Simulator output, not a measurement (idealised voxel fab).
The following process module bears the name voxel self aligned contacts.
245 nm wide, 5 nm square cells: that's cross-section cut.
Cross-section layout: square cells on a grid; listed as bands, top to bottom; a band spans one or more cell rows.
Top height, bottom height, nm. Materials left to right, width each, nm. Single material + "edge to edge" = fills band edge to edge. "empty" = empty.
Height 0 is the level under which the wafer as received is all one material. The lowest band goes on downwards, as in "0..down".
Width "30->40": first value at the band's top row of cells, second value at its bottom row, equal change from row to row.
"identical to before" means the step left every cell of the cross-section as it was.
If an empty space has no open way to the top and is at least 8 cells in size, "Enclosed void inventory" lists it, written width x height at distance, where distance is measured from the left edge and every value is in nm.
The remark found on a step's line after its settings is issued by the simulator itself and pertains to that step.
overlay nm: for a step with a mask, the amount by which the mask lay right of where it was planned; a negative amount means left of it.

# Process steps (planned)
step 1: RECEIVE,material Si
step 2: CONFORMAL_DEP,material SiO2,thk nm 5
step 3: DIRECTIONAL_DEP,material polySi,thk nm 20
step 4: DIRECTIONAL_DEP,material SiN,thk nm 25
step 5: DIRECTIONAL_DEP,material aC,thk nm 10
step 6: PATTERN,tone cover,mask id GATE,material resist,width nm 25,pitch nm 70,thk nm 30,overlay nm 0
step 7: DIRECTIONAL_ETCH,etch materials aC,depth nm 10
step 8: STRIP,etch materials resist
step 9: DIRECTIONAL_ETCH,etch materials SiN,depth nm 25
step 10: DIRECTIONAL_ETCH,etch materials polySi,depth nm 20
step 11: STRIP,etch materials aC
step 12: CONFORMAL_DEP,material SiN,thk nm 10
step 13: DIRECTIONAL_ETCH,etch materials SiN,depth nm 10
step 14: FILL_DEP,material SiO2,thk nm 10
step 15: CMP,height nm 55
step 16: MASKED_ETCH,tone open,mask id CONTACT,width nm 55,pitch nm 70,etch materials SiO2,depth nm 55,overlay nm 0
step 17: CONFORMAL_DEP,material TiN,thk nm 5
step 18: FILL_DEP,material W,thk nm 5
step 19: CMP,height nm 55
step 20: CONFORMAL_DEP,material SiCN,thk nm 5

# Of two wafers, the first: run according to plan

# Cross-section of the wafer as it came to us, i.e., already through step 1
- 0..down  Si edge to edge
- Enclosed void inventory: none

# Cross-section through the wafer, step 2 finished
- 5..0  SiO2 edge to edge
- Under the height 0 nothing was changed.

# Cross-section through the wafer, step 3 finished
- 25..5  polySi edge to edge
- Under the height 5 nothing was changed.

# Cross-section through the wafer, step 4 finished
- 50..25  SiN edge to edge
- Under the height 25 nothing was changed.

# Cross-section through the wafer, step 5 finished
- 60..50  aC edge to edge
- Under the height 50 nothing was changed.

# Cross-section through the wafer, step 6 finished
- 90..60  40 nm empty  25 nm resist  45 nm empty  25 nm resist  45 nm empty  25 nm resist  40 nm empty
- Under the height 60 nothing was changed.

# Cross-section through the wafer, step 7 finished
- 80..60  40 nm empty  25 nm resist  45 nm empty  25 nm resist  45 nm empty  25 nm resist  40 nm empty
- 60..50  40 nm empty  25 nm aC  45 nm empty  25 nm aC  45 nm empty  25 nm aC  40 nm empty
- Under the height 50 nothing was changed.

# Cross-section through the wafer, step 8 finished
- 60..50  40 nm empty  25 nm aC  45 nm empty  25 nm aC  45 nm empty  25 nm aC  40 nm empty
- Under the height 50 nothing was changed.

# Cross-section through the wafer, step 9 finished
- 60..50  40 nm empty  25 nm aC  45 nm empty  25 nm aC  45 nm empty  25 nm aC  40 nm empty
- 50..25  40 nm empty  25 nm SiN  45 nm empty  25 nm SiN  45 nm empty  25 nm SiN  40 nm empty
- Under the height 25 nothing was changed.

# Cross-section through the wafer, step 10 finished
- 60..50  40 nm empty  25 nm aC  45 nm empty  25 nm aC  45 nm empty  25 nm aC  40 nm empty
- 50..25  40 nm empty  25 nm SiN  45 nm empty  25 nm SiN  45 nm empty  25 nm SiN  40 nm empty
- 25..5  40 nm empty  25 nm polySi  45 nm empty  25 nm polySi  45 nm empty  25 nm polySi  40 nm empty
- Under the height 5 nothing was changed.

# Cross-section through the wafer, step 11 finished
- 50..25  40 nm empty  25 nm SiN  45 nm empty  25 nm SiN  45 nm empty  25 nm SiN  40 nm empty
- Under the height 25 nothing was changed.

# Cross-section through the wafer, step 12 finished
- 60..25  30 nm empty  45 nm SiN  25 nm empty  45 nm SiN  25 nm empty  45 nm SiN  30 nm empty
- 25..15  30 nm empty  10 nm SiN  25 nm polySi  10 nm SiN  25 nm empty  10 nm SiN  25 nm polySi  10 nm SiN  25 nm empty  10 nm SiN  25 nm polySi  10 nm SiN  30 nm empty
- 15..5  40 nm SiN  25 nm polySi  45 nm SiN  25 nm polySi  45 nm SiN  25 nm polySi  40 nm SiN
- Under the height 5 nothing was changed.

# Cross-section through the wafer, step 13 finished
- 50..25  30 nm empty  45 nm SiN  25 nm empty  45 nm SiN  25 nm empty  45 nm SiN  30 nm empty
- 25..5  30 nm empty  10 nm SiN  25 nm polySi  10 nm SiN  25 nm empty  10 nm SiN  25 nm polySi  10 nm SiN  25 nm empty  10 nm SiN  25 nm polySi  10 nm SiN  30 nm empty
- Under the height 5 nothing was changed.

# Cross-section through the wafer, step 14 finished
- 60..50  SiO2 edge to edge
- 50..25  30 nm SiO2  45 nm SiN  25 nm SiO2  45 nm SiN  25 nm SiO2  45 nm SiN  30 nm SiO2
- 25..5  30 nm SiO2  10 nm SiN  25 nm polySi  10 nm SiN  25 nm SiO2  10 nm SiN  25 nm polySi  10 nm SiN  25 nm SiO2  10 nm SiN  25 nm polySi  10 nm SiN  30 nm SiO2
- Under the height 5 nothing was changed.

# Cross-section through the wafer, step 15 finished
- 55..50  SiO2 edge to edge
- Under the height 50 nothing was changed.

# Cross-section through the wafer, step 16 finished
- 55..50  60 nm SiO2  55 nm empty  15 nm SiO2  55 nm empty  60 nm SiO2
- 50..25  30 nm SiO2  45 nm SiN  25 nm empty  45 nm SiN  25 nm empty  45 nm SiN  30 nm SiO2
- 25..5  30 nm SiO2  10 nm SiN  25 nm polySi  10 nm SiN  25 nm empty  10 nm SiN  25 nm polySi  10 nm SiN  25 nm empty  10 nm SiN  25 nm polySi  10 nm SiN  30 nm SiO2
- 5..0  75 nm SiO2  25 nm empty  45 nm SiO2  25 nm empty  75 nm SiO2
- Under the height 0 nothing was changed.

# Cross-section through the wafer, step 17 finished
- 60..55  65 nm TiN  45 nm empty  25 nm TiN  45 nm empty  65 nm TiN
- 55..50  60 nm SiO2  20 nm TiN  15 nm empty  20 nm TiN  15 nm SiO2  20 nm TiN  15 nm empty  20 nm TiN  60 nm SiO2
- 50..25  30 nm SiO2  45 nm SiN  5 nm TiN  15 nm empty  5 nm TiN  45 nm SiN  5 nm TiN  15 nm empty  5 nm TiN  45 nm SiN  30 nm SiO2
- 25..5  30 nm SiO2  10 nm SiN  25 nm polySi  10 nm SiN  5 nm TiN  15 nm empty  5 nm TiN  10 nm SiN  25 nm polySi  10 nm SiN  5 nm TiN  15 nm empty  5 nm TiN  10 nm SiN  25 nm polySi  10 nm SiN  30 nm SiO2
- 5..0  75 nm SiO2  25 nm TiN  45 nm SiO2  25 nm TiN  75 nm SiO2
- Under the height 0 nothing was changed.

# Cross-section through the wafer, step 18 finished
- 65..60  W edge to edge
- 60..55  65 nm TiN  45 nm W  25 nm TiN  45 nm W  65 nm TiN
- 55..50  60 nm SiO2  20 nm TiN  15 nm W  20 nm TiN  15 nm SiO2  20 nm TiN  15 nm W  20 nm TiN  60 nm SiO2
- 50..25  30 nm SiO2  45 nm SiN  5 nm TiN  15 nm W  5 nm TiN  45 nm SiN  5 nm TiN  15 nm W  5 nm TiN  45 nm SiN  30 nm SiO2
- 25..5  30 nm SiO2  10 nm SiN  25 nm polySi  10 nm SiN  5 nm TiN  15 nm W  5 nm TiN  10 nm SiN  25 nm polySi  10 nm SiN  5 nm TiN  15 nm W  5 nm TiN  10 nm SiN  25 nm polySi  10 nm SiN  30 nm SiO2
- Under the height 5 nothing was changed.

# Cross-section through the wafer, step 19 finished
- 55..50  60 nm SiO2  20 nm TiN  15 nm W  20 nm TiN  15 nm SiO2  20 nm TiN  15 nm W  20 nm TiN  60 nm SiO2
- Under the height 50 nothing was changed.

# Cross-section through the wafer, step 20 finished
- 60..55  SiCN edge to edge
- Under the height 55 nothing was changed.

# Second Wafer (Identical Start and Plan, One Processing Error; Matches First Wafer Through Step 1)

Cross-sectional view of the second wafer at the intended end time of process step 2: identical to before

# Cross-sectional view of the second wafer at the intended end time of process step 3
- 20..0  polySi edge to edge
- Under the height 0 nothing was changed.

# Cross-sectional view of the second wafer at the intended end time of process step 4
- 45..20  SiN edge to edge
- Under the height 20 nothing was changed.

# Cross-sectional view of the second wafer at the intended end time of process step 5
- 55..45  aC edge to edge
- Under the height 45 nothing was changed.

# Cross-sectional view of the second wafer at the intended end time of process step 6
- 85..55  40 nm empty  25 nm resist  45 nm empty  25 nm resist  45 nm empty  25 nm resist  40 nm empty
- Under the height 55 nothing was changed.

# Cross-sectional view of the second wafer at the intended end time of process step 7
- 75..55  40 nm empty  25 nm resist  45 nm empty  25 nm resist  45 nm empty  25 nm resist  40 nm empty
- 55..45  40 nm empty  25 nm aC  45 nm empty  25 nm aC  45 nm empty  25 nm aC  40 nm empty
- Under the height 45 nothing was changed.

# Cross-sectional view of the second wafer at the intended end time of process step 8
- 55..45  40 nm empty  25 nm aC  45 nm empty  25 nm aC  45 nm empty  25 nm aC  40 nm empty
- Under the height 45 nothing was changed.

# Cross-sectional view of the second wafer at the intended end time of process step 9
- 55..45  40 nm empty  25 nm aC  45 nm empty  25 nm aC  45 nm empty  25 nm aC  40 nm empty
- 45..20  40 nm empty  25 nm SiN  45 nm empty  25 nm SiN  45 nm empty  25 nm SiN  40 nm empty
- Under the height 20 nothing was changed.

# Cross-sectional view of the second wafer at the intended end time of process step 10
- 55..45  40 nm empty  25 nm aC  45 nm empty  25 nm aC  45 nm empty  25 nm aC  40 nm empty
- 45..20  40 nm empty  25 nm SiN  45 nm empty  25 nm SiN  45 nm empty  25 nm SiN  40 nm empty
- 20..0  40 nm empty  25 nm polySi  45 nm empty  25 nm polySi  45 nm empty  25 nm polySi  40 nm empty
- Under the height 0 nothing was changed.

# Cross-sectional view of the second wafer at the intended end time of process step 11
- 45..20  40 nm empty  25 nm SiN  45 nm empty  25 nm SiN  45 nm empty  25 nm SiN  40 nm empty
- Under the height 20 nothing was changed.

# Cross-sectional view of the second wafer at the intended end time of process step 12
- 55..20  30 nm empty  45 nm SiN  25 nm empty  45 nm SiN  25 nm empty  45 nm SiN  30 nm empty
- 20..10  30 nm empty  10 nm SiN  25 nm polySi  10 nm SiN  25 nm empty  10 nm SiN  25 nm polySi  10 nm SiN  25 nm empty  10 nm SiN  25 nm polySi  10 nm SiN  30 nm empty
- 10..0  40 nm SiN  25 nm polySi  45 nm SiN  25 nm polySi  45 nm SiN  25 nm polySi  40 nm SiN
- Under the height 0 nothing was changed.

# Cross-sectional view of the second wafer at the intended end time of process step 13
- 45..20  30 nm empty  45 nm SiN  25 nm empty  45 nm SiN  25 nm empty  45 nm SiN  30 nm empty
- 20..0  30 nm empty  10 nm SiN  25 nm polySi  10 nm SiN  25 nm empty  10 nm SiN  25 nm polySi  10 nm SiN  25 nm empty  10 nm SiN  25 nm polySi  10 nm SiN  30 nm empty
- Under the height 0 nothing was changed.

# Cross-sectional view of the second wafer at the intended end time of process step 14
- 55..45  SiO2 edge to edge
- 45..20  30 nm SiO2  45 nm SiN  25 nm SiO2  45 nm SiN  25 nm SiO2  45 nm SiN  30 nm SiO2
- 20..0  30 nm SiO2  10 nm SiN  25 nm polySi  10 nm SiN  25 nm SiO2  10 nm SiN  25 nm polySi  10 nm SiN  25 nm SiO2  10 nm SiN  25 nm polySi  10 nm SiN  30 nm SiO2
- Under the height 0 nothing was changed.

Cross-sectional view of the second wafer at the intended end time of process step 15: identical to before

# Cross-sectional view of the second wafer at the intended end time of process step 16
- 55..45  60 nm SiO2  55 nm empty  15 nm SiO2  55 nm empty  60 nm SiO2
- 45..20  30 nm SiO2  45 nm SiN  25 nm empty  45 nm SiN  25 nm empty  45 nm SiN  30 nm SiO2
- 20..0  30 nm SiO2  10 nm SiN  25 nm polySi  10 nm SiN  25 nm empty  10 nm SiN  25 nm polySi  10 nm SiN  25 nm empty  10 nm SiN  25 nm polySi  10 nm SiN  30 nm SiO2
- Under the height 0 nothing was changed.

# Cross-sectional view of the second wafer at the intended end time of process step 17
- 60..55  65 nm TiN  45 nm empty  25 nm TiN  45 nm empty  65 nm TiN
- 55..45  60 nm SiO2  5->20 nm TiN  45->15 nm empty  5->20 nm TiN  15 nm SiO2  5->20 nm TiN  45->15 nm empty  5->20 nm TiN  60 nm SiO2
- 45..20  30 nm SiO2  45 nm SiN  5 nm TiN  15 nm empty  5 nm TiN  45 nm SiN  5 nm TiN  15 nm empty  5 nm TiN  45 nm SiN  30 nm SiO2
- 20..5  30 nm SiO2  10 nm SiN  25 nm polySi  10 nm SiN  5 nm TiN  15 nm empty  5 nm TiN  10 nm SiN  25 nm polySi  10 nm SiN  5 nm TiN  15 nm empty  5 nm TiN  10 nm SiN  25 nm polySi  10 nm SiN  30 nm SiO2
- 5..0  30 nm SiO2  10 nm SiN  25 nm polySi  10 nm SiN  25 nm TiN  10 nm SiN  25 nm polySi  10 nm SiN  25 nm TiN  10 nm SiN  25 nm polySi  10 nm SiN  30 nm SiO2
- Under the height 0 nothing was changed.

# Cross-sectional view of the second wafer at the intended end time of process step 18
- 65..60  W edge to edge
- 60..55  65 nm TiN  45 nm W  25 nm TiN  45 nm W  65 nm TiN
- 55..45  60 nm SiO2  5->20 nm TiN  45->15 nm W  5->20 nm TiN  15 nm SiO2  5->20 nm TiN  45->15 nm W  5->20 nm TiN  60 nm SiO2
- 45..20  30 nm SiO2  45 nm SiN  5 nm TiN  15 nm W  5 nm TiN  45 nm SiN  5 nm TiN  15 nm W  5 nm TiN  45 nm SiN  30 nm SiO2
- 20..5  30 nm SiO2  10 nm SiN  25 nm polySi  10 nm SiN  5 nm TiN  15 nm W  5 nm TiN  10 nm SiN  25 nm polySi  10 nm SiN  5 nm TiN  15 nm W  5 nm TiN  10 nm SiN  25 nm polySi  10 nm SiN  30 nm SiO2
- Under the height 5 nothing was changed.

# Cross-sectional view of the second wafer at the intended end time of process step 19
- 55..45  60 nm SiO2  5->20 nm TiN  45->15 nm W  5->20 nm TiN  15 nm SiO2  5->20 nm TiN  45->15 nm W  5->20 nm TiN  60 nm SiO2
- Under the height 45 nothing was changed.

# Cross-sectional view of the second wafer at the intended end time of process step 20
- 60..55  SiCN edge to edge
- Under the height 55 nothing was changed.
What was the processing mistake? skipped: plan step 2 (never run)
The final cell counts differ between the wafers, with the second having more or fewer of some materials than the first: SiO2 -12; W +12
